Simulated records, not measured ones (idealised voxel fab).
Name of the process module below: voxel capacitor over wiring
Cross-section cut: width 280 nm, square cells of 5 nm.
For the purposes of this document, a cross-section shall be understood as a grid of square cells, specified as bands listed in top-to-bottom order, each band consisting of one or more rows of cells.
For a band, the entry starts with two heights in nm, that of the top and then that of the bottom, and carries on with the band's materials in order from left to right, each alongside its width in nm; the word "throughout" beside a single material means it fills the band edge to edge, and "air" means empty space.
Counting heights begins at 0, where everything beneath is, in the wafer as received, one material. The lowest band has no bottom; it goes on downwards, as "0..down" shows.
Think of "30 to 40" as a width that walks from the first number to the second as you go down the band, top row to bottom row, taking equal-sized steps from row to row.
Key: "remained the same" - step with no changed cell in the cross-section.
What "Enclosed cavity list" gives you is every empty space of 8 cells or more that is cut off from the top. Each appears as width x height at distance, with the distance taken from the left edge and width, height and distance all in nm.
Heads up: the bit after the settings on a step's line is the simulator's remark on that step.
When a step includes a mask, the "overlay nm" setting on its line states how far to the right of its planned place that mask lay, and negative values state how far to the left.
The following list gives the planned process steps:
| 1 | RECEIVE: material Si |
| 2 | CONFORMAL_DEP: material SiO2, thk nm 15 |
| 3 | DIRECTIONAL_DEP: material TiN, thk nm 5 |
| 4 | DIRECTIONAL_DEP: material W, thk nm 15 |
| 5 | PATTERN: tone cover, mask id METAL_1, material resist, width nm 30, pitch nm 100, thk nm 20, overlay nm 0 |
| 6 | DIRECTIONAL_ETCH: etch materials W, depth nm 15 |
| 7 | DIRECTIONAL_ETCH: etch materials TiN, depth nm 5 |
| 8 | STRIP: etch materials resist |
| 9 | FILL_DEP: material lowk, thk nm 5 |
| 10 | CMP: height nm 35 |
| 11 | CONFORMAL_DEP: material SiCN, thk nm 5 |
| 12 | DIRECTIONAL_DEP: material lowk, thk nm 20 |
| 13 | DIRECTIONAL_DEP: material aC, thk nm 10 |
| 14 | PATTERN: tone open, mask id PLUG_1, material resist, width nm 15, thk nm 30, overlay nm 0 |
| 15 | DIRECTIONAL_ETCH: etch materials aC, depth nm 10 |
| 16 | STRIP: etch materials resist |
| 17 | DIRECTIONAL_ETCH: etch materials lowk, depth nm 20 |
| 18 | DIRECTIONAL_ETCH: etch materials SiCN, depth nm 5 |
| 19 | STRIP: etch materials aC |
| 20 | EPI: material Ru, thk nm 10 |
| 21 | EPI: material Ru, thk nm 10 |
| 22 | EPI: material Ru, thk nm 5 |
| 23 | DIRECTIONAL_DEP: material TiN, thk nm 5 |
| 24 | DIRECTIONAL_DEP: material HfO2, thk nm 5 |
| 25 | DIRECTIONAL_DEP: material TiN, thk nm 10 |
| 26 | MASKED_ETCH: tone cover, mask id UPPER_PLATE, width nm 75, etch materials TiN, depth nm 10, overlay nm 0 |
| 27 | MASKED_ETCH: tone cover, mask id UPPER_PLATE, width nm 75, etch materials HfO2, depth nm 5, overlay nm 0 |
| 28 | DIRECTIONAL_DEP: material aC, thk nm 10 |
| 29 | PATTERN: tone cover, mask id LOWER_PLATE, material resist, width nm 85, thk nm 30, overlay nm 0 |
| 30 | DIRECTIONAL_ETCH: etch materials aC, depth nm 10 |
| 31 | STRIP: etch materials resist |
| 32 | DIRECTIONAL_ETCH: etch materials TiN, depth nm 5 |
| 33 | STRIP: etch materials aC |
| 34 | FILL_DEP: material SiO2, thk nm 20 |
| 35 | CMP: height nm 85 |
| 36 | DIRECTIONAL_DEP: material aC, thk nm 15 |
| 37 | PATTERN: tone open, mask id PLUG_2, material resist, width nm 15, thk nm 30, overlay nm 0 |
| 38 | DIRECTIONAL_ETCH: etch materials aC, depth nm 15 |
| 39 | STRIP: etch materials resist |
| 40 | DIRECTIONAL_ETCH: etch materials SiO2, depth nm 15 |
| 41 | STRIP: etch materials aC |
| 42 | CONFORMAL_DEP: material TiN, thk nm 5 |
| 43 | FILL_DEP: material Ru, thk nm 5 |
| 44 | CMP: height nm 95 |
| 45 | CONFORMAL_DEP: material SiCN, thk nm 5 |
Where the wafers of this document differ is in the height nm of step 35; they start out the same, and the plan states the value that applied to the first wafer.
So this is the first of several wafers, cross-sectioned as it came to us, meaning it's at the end of step 1:
* 0..down: Si throughout
* Enclosed cavity list: none
Here is the cross-section of the first of several wafers at the end of the module, after its last step, step 45:
* 100..95: SiCN throughout
* 95..90: Ru throughout
* 90..85: TiN 105 nm / Ru 5 nm / TiN 170 nm
* 85..80: SiO2 100 nm / TiN 15 nm / SiO2 165 nm
* 80..70: SiO2 90 nm / TiN 75 nm / SiO2 115 nm
* 70..65: SiO2 90 nm / HfO2 75 nm / SiO2 115 nm
* 65..60: SiO2 85 nm / TiN 85 nm / SiO2 110 nm
* 60..40: lowk 90 nm / Ru 15 nm / lowk 175 nm
* 40..35: SiCN 90 nm / Ru 15 nm / SiCN 175 nm
* 35..20: lowk 75 nm / W 30 nm / lowk 70 nm / W 30 nm / lowk 75 nm
* 20..15: lowk 75 nm / TiN 30 nm / lowk 70 nm / TiN 30 nm / lowk 75 nm
* 15..0: SiO2 throughout
* 0..down: Si throughout
* Enclosed cavity list: none
A cross-section through the last wafer at the close of the module:
* 100..95: SiCN throughout
* 95..90: SiO2 100 nm / TiN 5 nm / Ru 5 nm / TiN 5 nm / SiO2 165 nm
* 90..85: SiO2 100 nm / TiN 15 nm / SiO2 165 nm
* 85..80: SiO2 throughout
* 80..70: SiO2 90 nm / TiN 75 nm / SiO2 115 nm
* 70..65: SiO2 90 nm / HfO2 75 nm / SiO2 115 nm
* 65..60: SiO2 85 nm / TiN 85 nm / SiO2 110 nm
* 60..40: lowk 90 nm / Ru 15 nm / lowk 175 nm
* 40..35: SiCN 90 nm / Ru 15 nm / SiCN 175 nm
* 35..20: lowk 75 nm / W 30 nm / lowk 70 nm / W 30 nm / lowk 75 nm
* 20..15: lowk 75 nm / TiN 30 nm / lowk 70 nm / TiN 30 nm / lowk 75 nm
* 15..0: SiO2 throughout
* 0..down: Si throughout
* Enclosed cavity list: none
Per wafer (row), end of module: delta in cells per material since receipt, (+) for gained, (-) for lost; closed voids after that:
height nm 85 | +15 HfO2 | +72 Ru | +109 SiCN | +383 SiO2 | +117 TiN | +36 W | +388 lowk | Enclosed cavity list: none
height nm 90 | +15 HfO2 | +17 Ru | +109 SiCN | +436 SiO2 | +119 TiN | +36 W | +388 lowk | Enclosed cavity list: none
height nm 95 | +15 HfO2 | +17 Ru | +109 SiCN | +489 SiO2 | +66 TiN | +36 W | +388 lowk | Enclosed cavity list: none
height nm 100 | +15 HfO2 | +16 Ru | +109 SiCN | +492 SiO2 | +64 TiN | +36 W | +388 lowk | Enclosed cavity list: none
